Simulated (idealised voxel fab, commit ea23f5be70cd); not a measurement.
The following is a process module called voxel plated lines.
Section cut is 225 nm wide and gridded with 5 nm square cells.
Bands, listed from the top down, are how a cross-section gets written in this document; the cross-section itself is a grid of square cells, and a band is one or more rows of them. The entry gives the band's vertical extent as a top height and a bottom height in nm, then its horizontal make-up as materials from left to right, each with a width in nm. "blank" stands for empty space; a single material marked "full width" fills the band edge to edge. Heights are expressed relative to 0, this being the level below which the as-received wafer comprises one material exclusively. The lowest band is unbounded in the downward direction and is denoted as in "0 and below". Top row gets the first number, bottom row gets the second, and each row in between changes by the same step: that is how a band width like "30..40" works. Where a step carries "all unchanged", the cross-section came out of it unchanged, cell for cell. "Listed closed voids" lists enclosed empty spaces (at least 8 cells, no open path upward to the top), each as width x height at distance from the left edge, in nm. Step line, after settings: the simulator's comment on this step. overlay nm: step with mask; distance mask lay right of planned place; negative value = left of planned place.

Planned process steps:
1 RECEIVE, material Si
2 CONFORMAL_DEP, material Al2O3, thk nm 5
3 DIRECTIONAL_DEP, material TiN, thk nm 5
4 PATTERN, tone open, mask id LINES, material resist, width nm 20, pitch nm 45, thk nm 30, overlay nm 0
5 EPI, material Ru, thk nm 5
6 EPI, material Ru, thk nm 5
7 STRIP, etch materials resist
8 DIRECTIONAL_ETCH, etch materials TiN, depth nm 5
9 CONFORMAL_DEP, material SiN, thk nm 10

So this is the incoming wafer in cross-section - it's already been through step 1:
  0 and below  Si full width
  Listed closed voids: none

Module complete - cross-section of the first of two wafers, run according to plan:
  30 down to 20  blank=70; SiN=40; blank=5; SiN=40; blank=70
  20 down to 15  blank=70; SiN=10; Ru=20; SiN=10; blank=5; SiN=10; Ru=20; SiN=10; blank=70
  15 down to 10  SiN=80; Ru=20; SiN=25; Ru=20; SiN=80
  10 down to 5  SiN=80; TiN=20; SiN=25; TiN=20; SiN=80
  5 down to 0  Al2O3 full width
  0 and below  Si full width
  Listed closed voids: none

Wafer two cross-section, module end. Start and plan unchanged from wafer one; one mistake made during the run:
  20 down to 10  SiN full width
  10 down to 5  Al2O3 full width
  5 down to 0  TiN full width
  0 and below  Si full width
  Listed closed voids: none
It is concluded that the wafer was processed incorrectly with respect to the plan, in that steps 2 and 3 of the plan were run in the wrong order, each in the other's place
The final cell counts differ between the wafers, with the second having more or fewer of some materials than the first: 16 fewer of Ru, 24 fewer of SiN, 37 more of TiN
